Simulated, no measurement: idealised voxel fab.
voxel self aligned contacts: a process module
We display cut, a cross-section 230 nm in width whose square cells are each 5 nm.
Each cross-section below is a grid of square cells, stated as bands in top-down order, with one or more rows of cells making up each band. Read a band's entry like this: the first values are the height of its top and the height of its bottom in nm, and what follows is the sequence of materials from left to right, each with its width in nm. Note that "blank" is empty space, and that a single material marked "throughout" reaches across the band from edge to edge. Heights are measured from 0, the level below which the as-received wafer is all one material; the lowest band has no bottom and continues downward, written as in "from 0 down". A two-number width, for instance "30->40", indicates that the width is equal to the first number in the top row of the band and to the second number in the bottom row, and that it changes by a constant amount per row of cells. "changes: none" for a step: no cell of the cross-section changed in that step. The entry "Sealed-off cavities" lists the empty spaces that cover at least 8 cells and have no open path to the top. Each is written as width x height at distance, where the distance is measured from the left edge and all three values are in nm. Anything after a step's settings on that line? It's the simulator's own note about the step. If you see "overlay nm" on a step's line and that step has a mask, it's telling you how far right of where it was planned the mask ended up; a negative number means it went left instead. Read the rest as pairs. Take the cross-section before one process step, then the cross-section after it, which shows only down to the lowest band that changed. Under the pair, find the step between them and its settings. Bear in mind that pairs may come from different runs of this module on the same starting wafer: link a pair to the pair above it only where its entry headed "Incoming structure" says to.
Incoming structure
  from 65 to 50: aC=70, blank=35, aC=20, blank=35, aC=70
  from 50 to 45: SiO2=70, blank=35, SiO2=20, blank=35, SiO2=70
  from 45 to 40: SiO2=40, polySi=40, blank=15, polySi=40, blank=15, polySi=40, SiO2=40
  from 40 to 25: SiO2=40, polySi=5, SiN=30, polySi=5, blank=15, polySi=5, SiN=30, polySi=5, blank=15, polySi=5, SiN=30, polySi=5, SiO2=40
  from 25 to 10: SiO2=40, polySi=40, blank=15, polySi=40, blank=15, polySi=40, SiO2=40
  from 10 to 5: polySi throughout
  from 5 to 0: SiO2 throughout
  from 0 down: Si throughout
  Sealed-off cavities: none
State After Step
  from 50 to 45: SiO2=70, blank=35, SiO2=20, blank=35, SiO2=70
  Anything lower than 45 is untouched.
  Sealed-off cavities: none
Step between the cross-sections above: STRIP (etch materials aC)
Incoming structure: It is represented by the cross-section appearing after the step of the pair directly above.
State After Step
  from 55 to 50: TiN=75, blank=25, TiN=30, blank=25, TiN=75
  from 50 to 45: SiO2=70, TiN=15, blank=5, TiN=15, SiO2=20, TiN=15, blank=5, TiN=15, SiO2=70
  from 45 to 40: SiO2=40, polySi=40, TiN=5, blank=5, TiN=5, polySi=40, TiN=5, blank=5, TiN=5, polySi=40, SiO2=40
  from 40 to 25: SiO2=40, polySi=5, SiN=30, polySi=5, TiN=5, blank=5, TiN=5, polySi=5, SiN=30, polySi=5, TiN=5, blank=5, TiN=5, polySi=5, SiN=30, polySi=5, SiO2=40
  from 25 to 15: SiO2=40, polySi=40, TiN=5, blank=5, TiN=5, polySi=40, TiN=5, blank=5, TiN=5, polySi=40, SiO2=40
  from 15 to 10: SiO2=40, polySi=40, TiN=15, polySi=40, TiN=15, polySi=40, SiO2=40
  Anything lower than 10 is untouched.
  Sealed-off cavities: none
Step between the cross-sections above: CONFORMAL_DEP (material TiN; thk nm 5)
Incoming structure: It is represented by the cross-section appearing after the step of the pair directly above.
State After Step
  from 60 to 55: Ru throughout
  from 55 to 50: TiN=75, Ru=25, TiN=30, Ru=25, TiN=75
  from 50 to 45: SiO2=70, TiN=15, Ru=5, TiN=15, SiO2=20, TiN=15, Ru=5, TiN=15, SiO2=70
  from 45 to 40: SiO2=40, polySi=40, TiN=5, Ru=5, TiN=5, polySi=40, TiN=5, Ru=5, TiN=5, polySi=40, SiO2=40
  from 40 to 25: SiO2=40, polySi=5, SiN=30, polySi=5, TiN=5, Ru=5, TiN=5, polySi=5, SiN=30, polySi=5, TiN=5, Ru=5, TiN=5, polySi=5, SiN=30, polySi=5, SiO2=40
  from 25 to 15: SiO2=40, polySi=40, TiN=5, Ru=5, TiN=5, polySi=40, TiN=5, Ru=5, TiN=5, polySi=40, SiO2=40
  Anything lower than 15 is untouched.
  Sealed-off cavities: none
Step between the cross-sections above: FILL_DEP (material Ru; thk nm 5)
Incoming structure: It is represented by the cross-section appearing after the step of the pair directly above.
State After Step
  from 50 to 45: SiO2=70, TiN=15, Ru=5, TiN=15, SiO2=20, TiN=15, Ru=5, TiN=15, SiO2=70
  Anything lower than 45 is untouched.
  Sealed-off cavities: none
Step between the cross-sections above: CMP (height nm 50)
Incoming structure: It is represented by the cross-section appearing after the step of the pair directly above.
State After Step
  from 55 to 50: SiCN throughout
  Anything lower than 50 is untouched.
  Sealed-off cavities: none
Step between the cross-sections above: CONFORMAL_DEP (material SiCN; thk nm 5)
Incoming structure
  from 65 to 50: aC throughout
  from 50 to 40: SiO2 throughout
  from 40 to 25: SiO2=40, SiN=40, SiO2=15, SiN=40, SiO2=15, SiN=40, SiO2=40
  from 25 to 5: SiO2=40, SiN=5, polySi=30, SiN=5, SiO2=15, SiN=5, polySi=30, SiN=5, SiO2=15, SiN=5, polySi=30, SiN=5, SiO2=40
  from 5 to 0: SiO2 throughout
  from 0 down: Si throughout
  Sealed-off cavities: none
State After Step
  from 100 to 65: blank=70, resist=35, blank=20, resist=35, blank=70
  Anything lower than 65 is untouched.
  Sealed-off cavities: none
Step between the cross-sections above: PATTERN (tone cover; mask id CONTACT; material resist; width nm 35; pitch nm 55; thk nm 35; overlay nm 0)
Incoming structure: It is represented by the cross-section appearing after the step of the pair directly above.
State After Step
  from 85 to 65: blank=70, resist=35, blank=20, resist=35, blank=70
  from 65 to 50: blank=70, aC=35, blank=20, aC=35, blank=70
  Anything lower than 50 is untouched.
  Sealed-off cavities: none
Step between the cross-sections above: DIRECTIONAL_ETCH (etch materials aC; depth nm 15)
Incoming structure: It is represented by the cross-section appearing after the step of the pair directly above.
State After Step
  from 65 to 50: blank=70, aC=35, blank=20, aC=35, blank=70
  Anything lower than 50 is untouched.
  Sealed-off cavities: none
Step between the cross-sections above: STRIP (etch materials resist)
Incoming structure: It is represented by the cross-section appearing after the step of the pair directly above.
State After Step
  from 65 to 50: blank=70, aC=35, blank=20, aC=35, blank=70
  from 50 to 40: blank=70, SiO2=35, blank=20, SiO2=35, blank=70
  from 40 to 25: blank=40, SiN=40, SiO2=15, SiN=40, SiO2=15, SiN=40, blank=40
  from 25 to 5: blank=40, SiN=5, polySi=30, SiN=5, SiO2=15, SiN=5, polySi=30, SiN=5, SiO2=15, SiN=5, polySi=30, SiN=5, blank=40
  from 5 to 0: blank=40, SiO2=150, blank=40
  Anything lower than 0 is untouched.
  Sealed-off cavities: none
Step between the cross-sections above: DIRECTIONAL_ETCH (etch materials SiO2; depth nm 50)
Incoming structure: It is represented by the cross-section appearing after the step of the pair directly above.
State After Step
  from 50 to 40: blank=70, SiO2=35, blank=20, SiO2=35, blank=70
  Anything lower than 40 is untouched.
  Sealed-off cavities: none
Step between the cross-sections above: STRIP (etch materials aC)
Incoming structure: It is represented by the cross-section appearing after the step of the pair directly above.
State After Step
  from 55 to 50: blank=65, TiN=45, blank=10, TiN=45, blank=65
  from 50 to 45: blank=65, TiN=5, SiO2=35, TiN=5, blank=10, TiN=5, SiO2=35, TiN=5, blank=65
  from 45 to 40: blank=35, TiN=35, SiO2=35, TiN=20, SiO2=35, TiN=35, blank=35
  from 40 to 25: blank=35, TiN=5, SiN=40, SiO2=15, SiN=40, SiO2=15, SiN=40, TiN=5, blank=35
  from 25 to 5: blank=35, TiN=5, SiN=5, polySi=30, SiN=5, SiO2=15, SiN=5, polySi=30, SiN=5, SiO2=15, SiN=5, polySi=30, SiN=5, TiN=5, blank=35
  from 5 to 0: TiN=40, SiO2=150, TiN=40
  Anything lower than 0 is untouched.
  Sealed-off cavities: none
Step between the cross-sections above: CONFORMAL_DEP (material TiN; thk nm 5)
Incoming structure: It is represented by the cross-section appearing after the step of the pair directly above.
State After Step
  from 60 to 55: Ru throughout
  from 55 to 50: Ru=65, TiN=45, Ru=10, TiN=45, Ru=65
  from 50 to 45: Ru=65, TiN=5, SiO2=35, TiN=5, Ru=10, TiN=5, SiO2=35, TiN=5, Ru=65
  from 45 to 40: Ru=35, TiN=35, SiO2=35, TiN=20, SiO2=35, TiN=35, Ru=35
  from 40 to 25: Ru=35, TiN=5, SiN=40, SiO2=15, SiN=40, SiO2=15, SiN=40, TiN=5, Ru=35
  from 25 to 5: Ru=35, TiN=5, SiN=5, polySi=30, SiN=5, SiO2=15, SiN=5, polySi=30, SiN=5, SiO2=15, SiN=5, polySi=30, SiN=5, TiN=5, Ru=35
  Anything lower than 5 is untouched.
  Sealed-off cavities: none
Step between the cross-sections above: FILL_DEP (material Ru; thk nm 5)
Incoming structure: It is represented by the cross-section appearing after the step of the pair directly above.
State After Step
  from 50 to 45: Ru=65, TiN=5, SiO2=35, TiN=5, Ru=10, TiN=5, SiO2=35, TiN=5, Ru=65
  Anything lower than 45 is untouched.
  Sealed-off cavities: none
Step between the cross-sections above: CMP (height nm 50)
Incoming structure: It is represented by the cross-section appearing after the step of the pair directly above.
State After Step
  from 55 to 50: SiCN throughout
  Anything lower than 50 is untouched.
  Sealed-off cavities: none
Step between the cross-sections above: CONFORMAL_DEP (material SiCN; thk nm 5)
